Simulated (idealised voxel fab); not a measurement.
Process module in this document: voxel ribs on slabs
285 nm wide, 5 nm square cells: that's cross-section cut.
Format of a cross-section: grid, square cells. Given as bands. Order: top down. Band: one or more rows of cells. A band entry consists of two parts. The first gives the height of the band's top and the height of its bottom, in nm. The rest lists the band's materials from left to right, each with its width in nm. A single material labelled with the word "throughout" fills the band from edge to edge, and the word "air" marks empty space. Heights are expressed relative to 0, this being the level below which the as-received wafer comprises one material exclusively. The lowest band is unbounded in the downward direction and is denoted as in "from 0 down". It should be noted that a width expressed as "30..40" varies in equal increments from row to row of cells within the band, taking the value of the first number at the top row and that of the second number at the bottom row. What does "no change occurred" mean for a step? It means no cell of the cross-section changed in that step. Entry "Encapsulated voids". Content: empty spaces with no open connection to the top, size 8 cells or greater. Each: width x height at distance. Distance: from left edge. Unit: nm. What comes after the settings on a step's line is commentary from the simulator itself on that step. When a step includes a mask, the "overlay nm" setting on its line states how far to the right of its planned place that mask lay, and negative values state how far to the left.
[Listed below are the process steps as planned]
step 1: RECEIVE: material Si
step 2: DIRECTIONAL_DEP: material SiO2, thk nm 30
step 3: DIRECTIONAL_DEP: material SiN, thk nm 15
step 4: PATTERN: tone cover, mask id RIB, material resist, width nm 25, thk nm 20, overlay nm 0
step 5: DIRECTIONAL_ETCH: etch materials SiN, depth nm 5
step 6: STRIP: etch materials resist
step 7: MASKED_ETCH: tone cover, mask id SLAB, width nm 55, etch materials SiN, depth nm 10, overlay nm 0
step 8: FILL_DEP: material SiO2, thk nm 20
step 9: CMP: height nm 55
step 10: DIRECTIONAL_DEP: material W, thk nm 10
step 11: MASKED_ETCH: tone cover, mask id HEATER, width nm 35, etch materials W, depth nm 10, overlay nm 0
step 12: CONFORMAL_DEP: material SiO2, thk nm 5
[First of two wafers - as planned]
[As-received wafer cross-section (after step 1)]
from 0 down | Si throughout
Encapsulated voids: none
[How the wafer stands in section after step 2]
from 30 to 0 | SiO2 throughout
All layers under 0 are left as they were.
[How the wafer stands in section after step 3]
from 45 to 30 | SiN throughout
All layers under 30 are left as they were.
[How the wafer stands in section after step 4]
from 65 to 45 | air 130 nm  resist 25 nm  air 130 nm
All layers under 45 are left as they were.
[How the wafer stands in section after step 5]
from 65 to 45 | air 130 nm  resist 25 nm  air 130 nm
from 45 to 40 | air 130 nm  SiN 25 nm  air 130 nm
All layers under 40 are left as they were.
[How the wafer stands in section after step 6]
from 45 to 40 | air 130 nm  SiN 25 nm  air 130 nm
All layers under 40 are left as they were.
[How the wafer stands in section after step 7]
from 45 to 40 | air 130 nm  SiN 25 nm  air 130 nm
from 40 to 30 | air 115 nm  SiN 55 nm  air 115 nm
All layers under 30 are left as they were.
[How the wafer stands in section after step 8]
from 65 to 45 | SiO2 throughout
from 45 to 40 | SiO2 130 nm  SiN 25 nm  SiO2 130 nm
from 40 to 30 | SiO2 115 nm  SiN 55 nm  SiO2 115 nm
All layers under 30 are left as they were.
[How the wafer stands in section after step 9]
from 55 to 45 | SiO2 throughout
All layers under 45 are left as they were.
[How the wafer stands in section after step 10]
from 65 to 55 | W throughout
All layers under 55 are left as they were.
[How the wafer stands in section after step 11]
from 65 to 55 | air 125 nm  W 35 nm  air 125 nm
All layers under 55 are left as they were.
[How the wafer stands in section after step 12]
from 70 to 65 | air 120 nm  SiO2 45 nm  air 120 nm
from 65 to 60 | air 120 nm  SiO2 5 nm  W 35 nm  SiO2 5 nm  air 120 nm
from 60 to 55 | SiO2 125 nm  W 35 nm  SiO2 125 nm
All layers under 55 are left as they were.
[The second wafer was prepared from the same starting point and under the same plan as the first; its processing contained one mistake, and it remains indistinguishable from the first wafer up to and including step 1]
[Cross-section of the second wafer at the time step 2 of the plan should have ended]
from 30 to 0 | SiN throughout
All layers under 0 are left as they were.
[Cross-section of the second wafer at the time step 3 of the plan should have ended]
from 45 to 0 | SiN throughout
All layers under 0 are left as they were.
[Cross-section of the second wafer at the time step 4 of the plan should have ended]
from 65 to 45 | air 130 nm  resist 25 nm  air 130 nm
All layers under 45 are left as they were.
[Cross-section of the second wafer at the time step 5 of the plan should have ended]
from 65 to 45 | air 130 nm  resist 25 nm  air 130 nm
from 45 to 40 | air 130 nm  SiN 25 nm  air 130 nm
All layers under 40 are left as they were.
[Cross-section of the second wafer at the time step 6 of the plan should have ended]
from 45 to 40 | air 130 nm  SiN 25 nm  air 130 nm
All layers under 40 are left as they were.
[Cross-section of the second wafer at the time step 7 of the plan should have ended]
from 45 to 40 | air 130 nm  SiN 25 nm  air 130 nm
from 40 to 30 | air 115 nm  SiN 55 nm  air 115 nm
All layers under 30 are left as they were.
[Cross-section of the second wafer at the time step 8 of the plan should have ended]
from 65 to 45 | SiO2 throughout
from 45 to 40 | SiO2 130 nm  SiN 25 nm  SiO2 130 nm
from 40 to 30 | SiO2 115 nm  SiN 55 nm  SiO2 115 nm
All layers under 30 are left as they were.
[Cross-section of the second wafer at the time step 9 of the plan should have ended]
from 55 to 45 | SiO2 throughout
All layers under 45 are left as they were.
[Cross-section of the second wafer at the time step 10 of the plan should have ended]
from 65 to 55 | W throughout
All layers under 55 are left as they were.
[Cross-section of the second wafer at the time step 11 of the plan should have ended]
from 65 to 55 | air 125 nm  W 35 nm  air 125 nm
All layers under 55 are left as they were.
[Cross-section of the second wafer at the time step 12 of the plan should have ended]
from 70 to 65 | air 120 nm  SiO2 45 nm  air 120 nm
from 65 to 60 | air 120 nm  SiO2 5 nm  W 35 nm  SiO2 5 nm  air 120 nm
from 60 to 55 | SiO2 125 nm  W 35 nm  SiO2 125 nm
All layers under 55 are left as they were.
Misprocessing identified: step 2: run off-plan, actual operation and settings DIRECTIONAL_DEP: material SiN, thk nm 30
Cell-count delta at end, second wafer over first, by material: SiN +342, SiO2 -342
